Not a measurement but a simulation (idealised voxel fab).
process module | voxel ribs on slabs
cross-section cut | 270 nm wide | cells 5 nm
A cross-section is a grid of square cells, given in bands from the top down. A band is one or more rows of cells.
Each band's line starts with the height of the band's top and of its bottom, in nm. Then come its materials from left to right, each with its width in nm. One material with "throughout" fills the band from edge to edge. "air" is empty space.
Height 0 is the level under which the wafer as received is all one material. The lowest band goes on downwards, as in "0 down".
A width such as "30 to 40" changes by the same amount from each row of cells to the next, from the band's top row to its bottom row.
"no change" after a step means that no cell of the cross-section changed.
closed voids: empty space of 8 cells or more with no open way to the top, each as width x height at its distance from the left edge, in nm
after a step's settings: what the simulator itself notes on the step
overlay nm, on a step with a mask: how far to the right of its planned place the mask lay; to the left if negative
plan
1 op RECEIVE | material Si
2 op DIRECTIONAL_DEP | material SiO2 | thk nm 25
3 op DIRECTIONAL_DEP | material polySi | thk nm 15
4 op MASKED_ETCH | tone cover | mask id RIB | width nm 20 | etch materials polySi | depth nm 5 | overlay nm 0
5 op MASKED_ETCH | tone cover | mask id SLAB | width nm 80 | etch materials polySi | depth nm 10 | overlay nm 0
6 op FILL_DEP | material SiO2 | thk nm 15
7 op CMP | height nm 50
8 op DIRECTIONAL_DEP | material TiN | thk nm 10
9 op DIRECTIONAL_DEP | material aC | thk nm 10
10 op PATTERN | tone cover | mask id HEATER | material resist | width nm 30 | thk nm 25 | overlay nm 0
11 op DIRECTIONAL_ETCH | etch materials aC | depth nm 10
12 op STRIP | etch materials resist
13 op DIRECTIONAL_ETCH | etch materials TiN | depth nm 10
14 op STRIP | etch materials aC
15 op CONFORMAL_DEP | material SiN | thk nm 5
as received, after step 1
  0 down: Si throughout
  closed voids: none
first wafer at the end, as planned
  65 to 60: air 115 | SiN 40 | air 115
  60 to 55: air 115 | SiN 5 | TiN 30 | SiN 5 | air 115
  55 to 50: SiN 120 | TiN 30 | SiN 120
  50 to 40: SiO2 throughout
  40 to 35: SiO2 125 | polySi 20 | SiO2 125
  35 to 25: SiO2 95 | polySi 80 | SiO2 95
  25 to 0: SiO2 throughout
  0 down: Si throughout
  closed voids: none
second wafer at the end: like start, like plan, one mistake
  65 to 60: air 115 | SiN 40 | air 115
  60 to 55: air 115 | SiN 5 | TiN 30 | SiN 5 | air 115
  55 to 50: SiN 120 | TiN 30 | SiN 120
  50 to 40: SiO2 95 | polySi 80 | SiO2 95
  40 to 25: polySi throughout
  25 to 0: SiO2 throughout
  0 down: Si throughout
  closed voids: none
what went wrong: step 3 was run twice
at the end the second wafer has, in cells: 158 fewer of SiO2 | 158 more of polySi
